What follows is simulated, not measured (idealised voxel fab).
The document below concerns the process module designated voxel released beams.
Shown is cross-section cut, with a width of 285 nm and square cells of size 5 nm.
Reading order for cross-sections: top band down to bottom band. Underlying form: a grid of square cells. Band size: one or more rows of cells.
Within each band entry, the heights of the top and of the bottom of the band appear first, in that order and in nm; the materials of the band then follow from left to right, each with its corresponding width in nm. The designation "edge to edge" on a single material indicates that it fills the band from edge to edge; the designation "air" indicates empty space.
Height 0 is the level under which the wafer as received is all one material. The lowest band goes on downwards, as in "from 0 down".
When a width is written as two numbers, as in "30..40", the first number is the width in the top row of cells of the band and the second is the width in its bottom row, and the width changes by the same amount from each row to the next.
Step note "nothing altered" = no cross-section cell changed.
Reported under the label "Internal closed voids" are the empty spaces having no open way to the top and comprising 8 cells or more; the notation for each is width x height at distance, in which the distance is measured from the left edge and all three values are in nm.
Text after the settings on a step's line: the simulator's own remark on that step.
Regarding "overlay nm": on a step with a mask, it is the distance the mask lay to the right of its planned place; a negative value places it to the left.
## plan
- 1: RECEIVE [material Si]
- 2: CONFORMAL_DEP [material Al2O3] [thk nm 5]
- 3: DIRECTIONAL_DEP [material SiO2] [thk nm 20]
- 4: PATTERN [tone open] [mask id ANCHOR] [material resist] [width nm 35] [thk nm 15] [overlay nm 0]
- 5: DIRECTIONAL_ETCH [etch materials SiO2] [depth nm 20]
- 6: STRIP [etch materials resist]
- 7: CONFORMAL_DEP [material W] [thk nm 15]
- 8: MASKED_ETCH [tone cover] [mask id BEAM] [width nm 95] [etch materials W] [depth nm 15] [overlay nm 0]
- 9: STRIP [etch materials SiO2]
## First of two wafers, with the run carried out as planned
## Incoming wafer in cross-section (state: after step 1)
* from 0 down | Si edge to edge
* Internal closed voids: none
## Sectional view: wafer, after step 2
* from 5 to 0 | Al2O3 edge to edge
* Everything under 0 stays put, no change at all.
## Sectional view: wafer, after step 3
* from 25 to 5 | SiO2 edge to edge
* Everything under 5 stays put, no change at all.
## Sectional view: wafer, after step 4
* from 40 to 25 | resist 95 nm, then air 35 nm, then resist 155 nm
* Everything under 25 stays put, no change at all.
## Sectional view: wafer, after step 5
* from 40 to 25 | resist 95 nm, then air 35 nm, then resist 155 nm
* from 25 to 5 | SiO2 95 nm, then air 35 nm, then SiO2 155 nm
* Everything under 5 stays put, no change at all.
## Sectional view: wafer, after step 6
* from 25 to 5 | SiO2 95 nm, then air 35 nm, then SiO2 155 nm
* Everything under 5 stays put, no change at all.
## Sectional view: wafer, after step 7
* from 40 to 25 | W 110 nm, then air 5 nm, then W 170 nm
* from 25 to 20 | SiO2 95 nm, then W 15 nm, then air 5 nm, then W 15 nm, then SiO2 155 nm
* from 20 to 5 | SiO2 95 nm, then W 35 nm, then SiO2 155 nm
* Everything under 5 stays put, no change at all.
## Sectional view: wafer, after step 8
* from 40 to 25 | air 90 nm, then W 20 nm, then air 5 nm, then W 70 nm, then air 100 nm
* Everything under 25 stays put, no change at all.
## Sectional view: wafer, after step 9
* from 40 to 25 | air 90 nm, then W 20 nm, then air 5 nm, then W 70 nm, then air 100 nm
* from 25 to 20 | air 95 nm, then W 15 nm, then air 5 nm, then W 15 nm, then air 155 nm
* from 20 to 5 | air 95 nm, then W 35 nm, then air 155 nm
* Everything under 5 stays put, no change at all.
## Regarding the second of the two wafers: it shared the first wafer's starting condition and process plan, yet one error occurred during its execution. Its history coincides with that of the first wafer up to and including step 1
## Cross-section of the second wafer when, according to plan, step 2 should have finished
* from 20 to 0 | SiO2 edge to edge
* Everything under 0 stays put, no change at all.
## Cross-section of the second wafer when, according to plan, step 3 should have finished
* from 25 to 20 | Al2O3 edge to edge
* Everything under 20 stays put, no change at all.
## Cross-section of the second wafer when, according to plan, step 4 should have finished
* from 40 to 25 | resist 95 nm, then air 35 nm, then resist 155 nm
* Everything under 25 stays put, no change at all.
Cross-section of the second wafer when, according to plan, step 5 should have finished: nothing altered
## Cross-section of the second wafer when, according to plan, step 6 should have finished
* from 25 to 20 | Al2O3 edge to edge
* Everything under 20 stays put, no change at all.
## Cross-section of the second wafer when, according to plan, step 7 should have finished
* from 40 to 25 | W edge to edge
* Everything under 25 stays put, no change at all.
## Cross-section of the second wafer when, according to plan, step 8 should have finished
* from 40 to 25 | air 90 nm, then W 95 nm, then air 100 nm
* Everything under 25 stays put, no change at all.
Cross-section of the second wafer when, according to plan, step 9 should have finished: nothing altered
Want to know what went wrong? order of steps 2 and 3 inverted relative to the plan
Once processing is complete, comparing cell counts shows that the second wafer has more or fewer of certain materials than the first: SiO2: 228 more, W: 24 fewer
